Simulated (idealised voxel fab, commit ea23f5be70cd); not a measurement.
process module | voxel spacer lines
The figure presents cross-section cut, which has a width of 205 nm and is divided into square cells with an edge length of 5 nm.
Cross-section spec: square-cell grid; bands listed top down; each band is one or more rows.
Heights first: top, then bottom, in nm. Then materials, left to right, each with a width in nm. "all across" on a single material: fills the band edge to edge. "blank": empty space.
A quick word on heights: they are counted from 0, and under that level the wafer as it came to us is one material throughout. The lowest band is different from the rest in having no bottom; it simply continues downward, written as in "0 -> down".
It should be noted that a width expressed as "30->40" varies in equal increments from row to row of cells within the band, taking the value of the first number at the top row and that of the second number at the bottom row.
"everything unchanged" after a step means that no cell of the cross-section changed.
"Voids lacking openings" lists enclosed empty spaces (at least 8 cells, no open path upward to the top), each as width x height at distance from the left edge, in nm.
The remark found on a step's line after its settings is issued by the simulator itself and pertains to that step.
The line of a step may include "overlay nm". On a step with a mask, this value is how far to the right of its planned place the mask lay. A negative value means the mask lay to the left.

# The following list gives the planned process steps
1 RECEIVE, material Si
2 CONFORMAL_DEP, material Al2O3, thk nm 10
3 DIRECTIONAL_DEP, material polySi, thk nm 20
4 DIRECTIONAL_DEP, material aC, thk nm 25
5 PATTERN, tone cover, mask id MANDREL, material resist, width nm 15, pitch nm 60, thk nm 35, overlay nm 0
6 DIRECTIONAL_ETCH, etch materials aC, depth nm 25
7 STRIP, etch materials resist
8 CONFORMAL_DEP, material SiN, thk nm 15
9 DIRECTIONAL_ETCH, etch materials SiN, depth nm 15
10 STRIP, etch materials aC
11 DIRECTIONAL_ETCH, etch materials polySi, depth nm 20
12 STRIP, etch materials SiN
13 FILL_DEP, material SiO2, thk nm 10
14 CMP, height nm 30

# Wafer cross-section on receipt, i.e. after step 1
  0 -> down | Si all across
  Voids lacking openings: none

# Look at the cross-section after the module: the wafer started out the way shown above and the plan was the one shown above, yet one mistake was made along the way
  30 -> 10 | 60 nm SiO2, then 5 nm polySi, then 15 nm SiO2, then 5 nm polySi, then 35 nm SiO2, then 5 nm polySi, then 15 nm SiO2, then 5 nm polySi, then 60 nm SiO2
  10 -> 0 | Al2O3 all across
  0 -> down | Si all across
  Voids lacking openings: none
In executing the process, a mistake was made relative to the plan: contrary to plan, step 8 was performed as CONFORMAL_DEP, material SiN, thk nm 5
